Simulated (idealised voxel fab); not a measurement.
Process module, titled voxel self aligned vias
Square cells of 5 nm make up the cross-section cut, whose width is 195 nm.
Think of the cross-section as a grid of square cells. We describe it in bands, top to bottom, and each band covers one or more rows of those cells.
Heads up on the band format: heights come first, top then bottom, in nm. After that it's the materials left to right, each with its width in nm. A single material flagged "edge to edge" fills the whole band edge to edge, and "blank" means there's empty space there.
Where do heights start? At 0: under that level the wafer as delivered is made of one material only. And the lowest band has no floor; it just carries on downward, as in "from 0 down".
Width "30..40": first value at the band's top row of cells, second value at its bottom row, equal change from row to row.
"identical to before", as given for a step, is the statement that not any cell of the cross-section underwent a change during that step.
Enclosed voids (no open way to top), threshold 8 cells or more, entry "Sealed void inventory", notation width x height at distance, distance from left edge, nm.
Post-settings text on a step line: simulator's own remark regarding the step.
The line of a step may include "overlay nm". On a step with a mask, this value is how far to the right of its planned place the mask lay. A negative value means the mask lay to the left.

[Steps planned for the process]
step 1: RECEIVE (material Si)
step 2: CONFORMAL_DEP (material SiO2; thk nm 10)
step 3: CONFORMAL_DEP (material SiCN; thk nm 5)
step 4: DIRECTIONAL_DEP (material lowk; thk nm 25)
step 5: PATTERN (tone open; mask id LINES; material resist; width nm 25; pitch nm 65; thk nm 15; overlay nm 0)
step 6: DIRECTIONAL_ETCH (etch materials lowk; depth nm 25)
step 7: STRIP (etch materials resist)
step 8: CONFORMAL_DEP (material TiN; thk nm 5)
step 9: FILL_DEP (material W; thk nm 5)
step 10: CMP (height nm 40)
step 11: SELECTIVE_ETCH (etch materials W Ru TiN; depth nm 5)
step 12: FILL_DEP (material SiN; thk nm 5)
step 13: CMP (height nm 40)
step 14: DIRECTIONAL_DEP (material lowk; thk nm 20)
step 15: PATTERN (tone open; mask id VIAS; material resist; width nm 35; pitch nm 65; thk nm 15; overlay nm 0)
step 16: DIRECTIONAL_ETCH (etch materials lowk; depth nm 20)
step 17: DIRECTIONAL_ETCH (etch materials SiN; depth nm 5)
step 18: STRIP (etch materials resist)
step 19: CONFORMAL_DEP (material TiN; thk nm 5)
step 20: FILL_DEP (material Ru; thk nm 10)
step 21: CMP (height nm 60)
step 22: CONFORMAL_DEP (material SiCN; thk nm 5)

[First wafer out of two, processed as planned]

[Cross-section of the wafer upon arrival, representing the state reached after step 1]
- from 0 down: Si edge to edge
- Sealed void inventory: none

[Cross-section of the wafer after step 2]
- from 10 to 0: SiO2 edge to edge
- Under 0: no change, same as before.

[Cross-section of the wafer after step 3]
- from 15 to 10: SiCN edge to edge
- Under 10: no change, same as before.

[Cross-section of the wafer after step 4]
- from 40 to 15: lowk edge to edge
- Under 15: no change, same as before.

[Cross-section of the wafer after step 5]
- from 55 to 40: resist (50)  blank (25)  resist (40)  blank (25)  resist (55)
- Under 40: no change, same as before.

[Cross-section of the wafer after step 6]
- from 55 to 40: resist (50)  blank (25)  resist (40)  blank (25)  resist (55)
- from 40 to 15: lowk (50)  blank (25)  lowk (40)  blank (25)  lowk (55)
- Under 15: no change, same as before.

[Cross-section of the wafer after step 7]
- from 40 to 15: lowk (50)  blank (25)  lowk (40)  blank (25)  lowk (55)
- Under 15: no change, same as before.

[Cross-section of the wafer after step 8]
- from 45 to 40: TiN (55)  blank (15)  TiN (50)  blank (15)  TiN (60)
- from 40 to 20: lowk (50)  TiN (5)  blank (15)  TiN (5)  lowk (40)  TiN (5)  blank (15)  TiN (5)  lowk (55)
- from 20 to 15: lowk (50)  TiN (25)  lowk (40)  TiN (25)  lowk (55)
- Under 15: no change, same as before.

[Cross-section of the wafer after step 9]
- from 50 to 45: W edge to edge
- from 45 to 40: TiN (55)  W (15)  TiN (50)  W (15)  TiN (60)
- from 40 to 20: lowk (50)  TiN (5)  W (15)  TiN (5)  lowk (40)  TiN (5)  W (15)  TiN (5)  lowk (55)
- Under 20: no change, same as before.

[Cross-section of the wafer after step 10]
- from 40 to 20: lowk (50)  TiN (5)  W (15)  TiN (5)  lowk (40)  TiN (5)  W (15)  TiN (5)  lowk (55)
- Under 20: no change, same as before.

[Cross-section of the wafer after step 11]
- from 40 to 35: lowk (50)  blank (25)  lowk (40)  blank (25)  lowk (55)
- Under 35: no change, same as before.

[Cross-section of the wafer after step 12]
- from 45 to 40: SiN edge to edge
- from 40 to 35: lowk (50)  SiN (25)  lowk (40)  SiN (25)  lowk (55)
- Under 35: no change, same as before.

[Cross-section of the wafer after step 13]
- from 40 to 35: lowk (50)  SiN (25)  lowk (40)  SiN (25)  lowk (55)
- Under 35: no change, same as before.

[Cross-section of the wafer after step 14]
- from 60 to 40: lowk edge to edge
- Under 40: no change, same as before.

[Cross-section of the wafer after step 15]
- from 75 to 60: resist (45)  blank (35)  resist (30)  blank (35)  resist (50)
- Under 60: no change, same as before.

[Cross-section of the wafer after step 16]
- from 75 to 60: resist (45)  blank (35)  resist (30)  blank (35)  resist (50)
- from 60 to 40: lowk (45)  blank (35)  lowk (30)  blank (35)  lowk (50)
- Under 40: no change, same as before.

[Cross-section of the wafer after step 17]
- from 75 to 60: resist (45)  blank (35)  resist (30)  blank (35)  resist (50)
- from 60 to 40: lowk (45)  blank (35)  lowk (30)  blank (35)  lowk (50)
- from 40 to 35: lowk (50)  blank (25)  lowk (40)  blank (25)  lowk (55)
- Under 35: no change, same as before.

[Cross-section of the wafer after step 18]
- from 60 to 40: lowk (45)  blank (35)  lowk (30)  blank (35)  lowk (50)
- Under 40: no change, same as before.

[Cross-section of the wafer after step 19]
- from 65 to 60: TiN (50)  blank (25)  TiN (40)  blank (25)  TiN (55)
- from 60 to 45: lowk (45)  TiN (5)  blank (25)  TiN (5)  lowk (30)  TiN (5)  blank (25)  TiN (5)  lowk (50)
- from 45 to 40: lowk (45)  TiN (10)  blank (15)  TiN (10)  lowk (30)  TiN (10)  blank (15)  TiN (10)  lowk (50)
- from 40 to 35: lowk (50)  TiN (25)  lowk (40)  TiN (25)  lowk (55)
- Under 35: no change, same as before.

[Cross-section of the wafer after step 20]
- from 75 to 65: Ru edge to edge
- from 65 to 60: TiN (50)  Ru (25)  TiN (40)  Ru (25)  TiN (55)
- from 60 to 45: lowk (45)  TiN (5)  Ru (25)  TiN (5)  lowk (30)  TiN (5)  Ru (25)  TiN (5)  lowk (50)
- from 45 to 40: lowk (45)  TiN (10)  Ru (15)  TiN (10)  lowk (30)  TiN (10)  Ru (15)  TiN (10)  lowk (50)
- Under 40: no change, same as before.

[Cross-section of the wafer after step 21]
- from 60 to 45: lowk (45)  TiN (5)  Ru (25)  TiN (5)  lowk (30)  TiN (5)  Ru (25)  TiN (5)  lowk (50)
- Under 45: no change, same as before.

[Cross-section of the wafer after step 22]
- from 65 to 60: SiCN edge to edge
- Under 60: no change, same as before.

[Regarding the second of the two wafers: it shared the first wafer's starting condition and process plan, yet one error occurred during its execution. Its history coincides with that of the first wafer up to and including step 14]

[Cross-section of the second wafer when, according to plan, step 15 should have finished]
- from 75 to 60: resist (50)  blank (30)  resist (35)  blank (30)  resist (50)
- Under 60: no change, same as before.

[Cross-section of the second wafer when, according to plan, step 16 should have finished]
- from 75 to 60: resist (50)  blank (30)  resist (35)  blank (30)  resist (50)
- from 60 to 40: lowk (50)  blank (30)  lowk (35)  blank (30)  lowk (50)
- Under 40: no change, same as before.

[Cross-section of the second wafer when, according to plan, step 17 should have finished]
- from 75 to 60: resist (50)  blank (30)  resist (35)  blank (30)  resist (50)
- from 60 to 40: lowk (50)  blank (30)  lowk (35)  blank (30)  lowk (50)
- from 40 to 35: lowk (50)  blank (25)  lowk (40)  blank (25)  lowk (55)
- Under 35: no change, same as before.

[Cross-section of the second wafer when, according to plan, step 18 should have finished]
- from 60 to 40: lowk (50)  blank (30)  lowk (35)  blank (30)  lowk (50)
- Under 40: no change, same as before.

[Cross-section of the second wafer when, according to plan, step 19 should have finished]
- from 65 to 60: TiN (55)  blank (20)  TiN (45)  blank (20)  TiN (55)
- from 60 to 45: lowk (50)  TiN (5)  blank (20)  TiN (5)  lowk (35)  TiN (5)  blank (20)  TiN (5)  lowk (50)
- from 45 to 40: lowk (50)  TiN (5)  blank (15)  TiN (10)  lowk (35)  TiN (5)  blank (15)  TiN (10)  lowk (50)
- from 40 to 35: lowk (50)  TiN (25)  lowk (40)  TiN (25)  lowk (55)
- Under 35: no change, same as before.

[Cross-section of the second wafer when, according to plan, step 20 should have finished]
- from 75 to 65: Ru edge to edge
- from 65 to 60: TiN (55)  Ru (20)  TiN (45)  Ru (20)  TiN (55)
- from 60 to 45: lowk (50)  TiN (5)  Ru (20)  TiN (5)  lowk (35)  TiN (5)  Ru (20)  TiN (5)  lowk (50)
- from 45 to 40: lowk (50)  TiN (5)  Ru (15)  TiN (10)  lowk (35)  TiN (5)  Ru (15)  TiN (10)  lowk (50)
- Under 40: no change, same as before.

[Cross-section of the second wafer when, according to plan, step 21 should have finished]
- from 60 to 45: lowk (50)  TiN (5)  Ru (20)  TiN (5)  lowk (35)  TiN (5)  Ru (20)  TiN (5)  lowk (50)
- Under 45: no change, same as before.

[Cross-section of the second wafer when, according to plan, step 22 should have finished]
- from 65 to 60: SiCN edge to edge
- Under 60: no change, same as before.
Against the plan, the run slipped here: planned and actual differ for step 15; actual: PATTERN (tone open; mask id VIAS; material resist; width nm 30; pitch nm 65; thk nm 15; overlay nm 0)
Cell-count delta at end, second wafer over first, by material: -6 Ru | -2 TiN | +8 lowk
